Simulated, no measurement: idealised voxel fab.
The process module that follows is named voxel air gaps.
205 nm wide, 5 nm square cells: that's cross-section cut.
For the purposes of this document, a cross-section shall be understood as a grid of square cells, specified as bands listed in top-to-bottom order, each band consisting of one or more rows of cells.
Heights first: top, then bottom, in nm. Then materials, left to right, each with a width in nm. "full width" on a single material: fills the band edge to edge. "empty": empty space.
We count height from 0. Below that, the starting wafer is all one material. The lowest band never ends at the bottom but goes on down; see "top 0, no bottom" for how that is written.
You'd read "30..40" like this: the band's top row of cells is as wide as the first number, its bottom row is as wide as the second, and going down, every row changes width by the same amount as the row before did.
It should be understood that the words "nothing was modified", when stated for a given step, signify that the cross-section underwent no change in any of its cells during that step.
Empty spaces without an open route to the top, at least 8 cells in extent, make up the entry "Sealed void listing"; each is given as width x height at distance, where the distance is measured from the left edge, and all are in nm.
Post-settings text on a step line: simulator's own remark regarding the step.
What "overlay nm" on a step's line means: if the step has a mask, that mask lay this far to the right of its planned place, or, when the value is negative, to the left.

# This section lists the process steps that were planned
| 1 | RECEIVE: material Si |
| 2 | CONFORMAL_DEP: material SiO2, thk nm 10 |
| 3 | CONFORMAL_DEP: material SiN, thk nm 5 |
| 4 | DIRECTIONAL_DEP: material SiO2, thk nm 40 |
| 5 | PATTERN: tone open, mask id LINES, material resist, width nm 15, pitch nm 40, thk nm 20, overlay nm 0 |
| 6 | DIRECTIONAL_ETCH: etch materials SiO2, depth nm 40 |
| 7 | STRIP: etch materials resist |
| 8 | CONFORMAL_DEP: material TiN, thk nm 5 |
| 9 | FILL_DEP: material Cu, thk nm 5 |
| 10 | CMP: height nm 55 |
| 11 | EPI: material Ru, thk nm 10 |
| 12 | SELECTIVE_ETCH: etch materials SiO2, depth nm 50 |
| 13 | CONFORMAL_DEP: material SiN, thk nm 5 |

# On the first of the two wafers: run conducted according to plan

# Incoming wafer, cross-sectional view, post step 1
* top 0, no bottom: Si full width
* Sealed void listing: none

# Step 2 done - wafer cross-section
* top 10, bottom 0: SiO2 full width
* below 0: unchanged

# Step 3 done - wafer cross-section
* top 15, bottom 10: SiN full width
* below 10: unchanged

# Step 4 done - wafer cross-section
* top 55, bottom 15: SiO2 full width
* below 15: unchanged

# Step 5 done - wafer cross-section
* top 75, bottom 55: resist: 55 / empty: 15 / resist: 25 / empty: 15 / resist: 25 / empty: 15 / resist: 55
* below 55: unchanged

# Step 6 done - wafer cross-section
* top 75, bottom 55: resist: 55 / empty: 15 / resist: 25 / empty: 15 / resist: 25 / empty: 15 / resist: 55
* top 55, bottom 15: SiO2: 55 / empty: 15 / SiO2: 25 / empty: 15 / SiO2: 25 / empty: 15 / SiO2: 55
* below 15: unchanged

# Step 7 done - wafer cross-section
* top 55, bottom 15: SiO2: 55 / empty: 15 / SiO2: 25 / empty: 15 / SiO2: 25 / empty: 15 / SiO2: 55
* below 15: unchanged

# Step 8 done - wafer cross-section
* top 60, bottom 55: TiN: 60 / empty: 5 / TiN: 35 / empty: 5 / TiN: 35 / empty: 5 / TiN: 60
* top 55, bottom 20: SiO2: 55 / TiN: 5 / empty: 5 / TiN: 5 / SiO2: 25 / TiN: 5 / empty: 5 / TiN: 5 / SiO2: 25 / TiN: 5 / empty: 5 / TiN: 5 / SiO2: 55
* top 20, bottom 15: SiO2: 55 / TiN: 15 / SiO2: 25 / TiN: 15 / SiO2: 25 / TiN: 15 / SiO2: 55
* below 15: unchanged

# Step 9 done - wafer cross-section
* top 65, bottom 60: Cu full width
* top 60, bottom 55: TiN: 60 / Cu: 5 / TiN: 35 / Cu: 5 / TiN: 35 / Cu: 5 / TiN: 60
* top 55, bottom 20: SiO2: 55 / TiN: 5 / Cu: 5 / TiN: 5 / SiO2: 25 / TiN: 5 / Cu: 5 / TiN: 5 / SiO2: 25 / TiN: 5 / Cu: 5 / TiN: 5 / SiO2: 55
* below 20: unchanged

# Step 10 done - wafer cross-section
* top 55, bottom 20: SiO2: 55 / TiN: 5 / Cu: 5 / TiN: 5 / SiO2: 25 / TiN: 5 / Cu: 5 / TiN: 5 / SiO2: 25 / TiN: 5 / Cu: 5 / TiN: 5 / SiO2: 55
* below 20: unchanged

# Step 11 done - wafer cross-section
* top 65, bottom 55: empty: 45 / Ru: 35 / empty: 5 / Ru: 35 / empty: 5 / Ru: 35 / empty: 45
* below 55: unchanged

# Step 12 done - wafer cross-section
* top 65, bottom 55: empty: 45 / Ru: 35 / empty: 5 / Ru: 35 / empty: 5 / Ru: 35 / empty: 45
* top 55, bottom 20: empty: 55 / TiN: 5 / Cu: 5 / TiN: 5 / empty: 25 / TiN: 5 / Cu: 5 / TiN: 5 / empty: 25 / TiN: 5 / Cu: 5 / TiN: 5 / empty: 55
* top 20, bottom 15: empty: 55 / TiN: 15 / empty: 25 / TiN: 15 / empty: 25 / TiN: 15 / empty: 55
* below 15: unchanged

# Step 13 done - wafer cross-section
* top 70, bottom 65: empty: 40 / SiN: 125 / empty: 40
* top 65, bottom 55: empty: 40 / SiN: 5 / Ru: 35 / SiN: 5 / Ru: 35 / SiN: 5 / Ru: 35 / SiN: 5 / empty: 40
* top 55, bottom 50: empty: 40 / SiN: 15 / TiN: 5 / Cu: 5 / TiN: 5 / SiN: 25 / TiN: 5 / Cu: 5 / TiN: 5 / SiN: 25 / TiN: 5 / Cu: 5 / TiN: 5 / SiN: 15 / empty: 40
* top 50, bottom 20: empty: 50 / SiN: 5 / TiN: 5 / Cu: 5 / TiN: 5 / SiN: 5 / empty: 15 / SiN: 5 / TiN: 5 / Cu: 5 / TiN: 5 / SiN: 5 / empty: 15 / SiN: 5 / TiN: 5 / Cu: 5 / TiN: 5 / SiN: 5 / empty: 50
* top 20, bottom 15: SiN: 55 / TiN: 15 / SiN: 25 / TiN: 15 / SiN: 25 / TiN: 15 / SiN: 55
* below 15: unchanged
* Sealed void listing: 15 x 30 at 75; 15 x 30 at 115

# Second of two: same start, same plan, one run error; steps up to and including 4 match the first

# Second wafer cross-section, taken as of the time the plan sets for step 5 to be done
* top 75, bottom 55: empty: 55 / resist: 15 / empty: 25 / resist: 15 / empty: 25 / resist: 15 / empty: 55
* below 55: unchanged

# Second wafer cross-section, taken as of the time the plan sets for step 6 to be done
* top 75, bottom 55: empty: 55 / resist: 15 / empty: 25 / resist: 15 / empty: 25 / resist: 15 / empty: 55
* top 55, bottom 15: empty: 55 / SiO2: 15 / empty: 25 / SiO2: 15 / empty: 25 / SiO2: 15 / empty: 55
* below 15: unchanged

# Second wafer cross-section, taken as of the time the plan sets for step 7 to be done
* top 55, bottom 15: empty: 55 / SiO2: 15 / empty: 25 / SiO2: 15 / empty: 25 / SiO2: 15 / empty: 55
* below 15: unchanged

# Second wafer cross-section, taken as of the time the plan sets for step 8 to be done
* top 60, bottom 55: empty: 50 / TiN: 25 / empty: 15 / TiN: 25 / empty: 15 / TiN: 25 / empty: 50
* top 55, bottom 20: empty: 50 / TiN: 5 / SiO2: 15 / TiN: 5 / empty: 15 / TiN: 5 / SiO2: 15 / TiN: 5 / empty: 15 / TiN: 5 / SiO2: 15 / TiN: 5 / empty: 50
* top 20, bottom 15: TiN: 55 / SiO2: 15 / TiN: 25 / SiO2: 15 / TiN: 25 / SiO2: 15 / TiN: 55
* below 15: unchanged

# Second wafer cross-section, taken as of the time the plan sets for step 9 to be done
* top 65, bottom 60: Cu full width
* top 60, bottom 55: Cu: 50 / TiN: 25 / Cu: 15 / TiN: 25 / Cu: 15 / TiN: 25 / Cu: 50
* top 55, bottom 20: Cu: 50 / TiN: 5 / SiO2: 15 / TiN: 5 / Cu: 15 / TiN: 5 / SiO2: 15 / TiN: 5 / Cu: 15 / TiN: 5 / SiO2: 15 / TiN: 5 / Cu: 50
* below 20: unchanged

# Second wafer cross-section, taken as of the time the plan sets for step 10 to be done
* top 55, bottom 20: Cu: 50 / TiN: 5 / SiO2: 15 / TiN: 5 / Cu: 15 / TiN: 5 / SiO2: 15 / TiN: 5 / Cu: 15 / TiN: 5 / SiO2: 15 / TiN: 5 / Cu: 50
* below 20: unchanged

# Second wafer cross-section, taken as of the time the plan sets for step 11 to be done
* top 65, bottom 55: Ru full width
* below 55: unchanged

Second wafer cross-section, taken as of the time the plan sets for step 12 to be done: nothing was modified

# Second wafer cross-section, taken as of the time the plan sets for step 13 to be done
* top 70, bottom 65: SiN full width
* below 65: unchanged
Where did the run depart from the plan? heads up, step 5 didn't go per plan, it actually ran as PATTERN: tone cover, mask id LINES, material resist, width nm 15, pitch nm 40, thk nm 20, overlay nm 0
In the final state, the cell counts of the second wafer exceed or fall short of those of the first for the following materials: Cu: 161 more; Ru: 40 more; SiN: 76 fewer; SiO2: 72 more; TiN: 23 more
The second wafer ends with 0 closed voids, and the first wafer ends with 2.
